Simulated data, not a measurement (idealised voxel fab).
process module | voxel capacitor over wiring
cross-section cut | 270 nm wide | cells 5 nm
A cross-section is a grid of square cells, given in bands from the top down. A band is one or more rows of cells.
Each band's line starts with the height of the band's top and of its bottom, in nm. Then come its materials from left to right, each with its width in nm. One material with "throughout" fills the band from edge to edge. "air" is empty space.
Height 0 is the level under which the wafer as received is all one material. The lowest band goes on downwards, as in "0 down".
A width such as "30 to 40" changes by the same amount from each row of cells to the next, from the band's top row to its bottom row.
"no change" after a step means that no cell of the cross-section changed.
closed voids: empty space of 8 cells or more with no open way to the top, each as width x height at its distance from the left edge, in nm
after a step's settings: what the simulator itself notes on the step
overlay nm, on a step with a mask: how far to the right of its planned place the mask lay; to the left if negative
plan
1 op RECEIVE | material Si
2 op CONFORMAL_DEP | material SiO2 | thk nm 15
3 op CONFORMAL_DEP | material SiN | thk nm 5
4 op DIRECTIONAL_DEP | material SiO2 | thk nm 20
5 op PATTERN | tone open | mask id METAL_1 | material resist | width nm 30 | pitch nm 90 | thk nm 20 | overlay nm 0
6 op DIRECTIONAL_ETCH | etch materials SiO2 | depth nm 20
7 op DIRECTIONAL_ETCH | etch materials SiN | depth nm 5
8 op STRIP | etch materials resist
9 op CONFORMAL_DEP | material TiN | thk nm 5
10 op FILL_DEP | material Ru | thk nm 10
11 op CMP | height nm 40
12 op EPI | material Ru | thk nm 5
13 op FILL_DEP | material SiCN | thk nm 5
14 op DIRECTIONAL_DEP | material lowk | thk nm 15
15 op DIRECTIONAL_DEP | material aC | thk nm 10
16 op PATTERN | tone open | mask id PLUG_1 | material resist | width nm 15 | thk nm 25 | overlay nm 0
17 op DIRECTIONAL_ETCH | etch materials aC | depth nm 10
18 op STRIP | etch materials resist
19 op DIRECTIONAL_ETCH | etch materials lowk | depth nm 15
20 op DIRECTIONAL_ETCH | etch materials SiCN | depth nm 5
21 op STRIP | etch materials aC
22 op CONFORMAL_DEP | material TiN | thk nm 5
23 op FILL_DEP | material Cu | thk nm 5
24 op CMP | height nm 65
25 op DIRECTIONAL_DEP | material TiN | thk nm 5
26 op DIRECTIONAL_DEP | material Al2O3 | thk nm 5
27 op DIRECTIONAL_DEP | material TiN | thk nm 10
28 op DIRECTIONAL_DEP | material aC | thk nm 15
29 op PATTERN | tone cover | mask id UPPER_PLATE | material resist | width nm 65 | thk nm 35 | overlay nm 0
30 op DIRECTIONAL_ETCH | etch materials aC | depth nm 15
31 op STRIP | etch materials resist
32 op DIRECTIONAL_ETCH | etch materials TiN | depth nm 10
33 op DIRECTIONAL_ETCH | etch materials Al2O3 | depth nm 5
34 op STRIP | etch materials aC
35 op PATTERN | tone cover | mask id LOWER_PLATE | material resist | width nm 75 | thk nm 20 | overlay nm 0
36 op DIRECTIONAL_ETCH | etch materials TiN | depth nm 5
37 op STRIP | etch materials resist
38 op FILL_DEP | material SiO2 | thk nm 15
39 op CMP | height nm 95
40 op MASKED_ETCH | tone open | mask id PLUG_2 | width nm 15 | etch materials SiO2 | depth nm 10 | overlay nm 0
41 op CONFORMAL_DEP | material TiN | thk nm 5
42 op FILL_DEP | material Cu | thk nm 10
43 op CMP | height nm 95
44 op CONFORMAL_DEP | material SiCN | thk nm 5
as received, after step 1
  0 down: Si throughout
  closed voids: none
a wafer at the end: this start, this plan, one mistake
  100 to 95: SiCN throughout
  95 to 90: SiO2 100 | TiN 5 | Cu 5 | TiN 5 | SiO2 155
  90 to 85: SiO2 100 | TiN 15 | SiO2 155
  85 to 75: SiO2 90 | TiN 65 | SiO2 115
  75 to 70: SiO2 90 | Al2O3 65 | SiO2 115
  70 to 65: SiO2 85 | TiN 75 | SiO2 110
  65 to 50: lowk 90 | TiN 5 | Cu 5 | TiN 5 | lowk 165
  50 to 45: SiCN 90 | TiN 15 | SiCN 165
  45 to 40: SiCN 70 | Ru 40 | SiCN 50 | Ru 40 | SiCN 70
  40 to 35: SiO2 75 | TiN 5 | Ru 20 | TiN 5 | SiO2 60 | TiN 5 | Ru 20 | TiN 5 | SiO2 75
  35 to 30: SiN 75 | TiN 30 | SiN 60 | TiN 30 | SiN 75
  30 to 0: SiO2 throughout
  0 down: Si throughout
  closed voids: none
what went wrong: step 2 was run twice
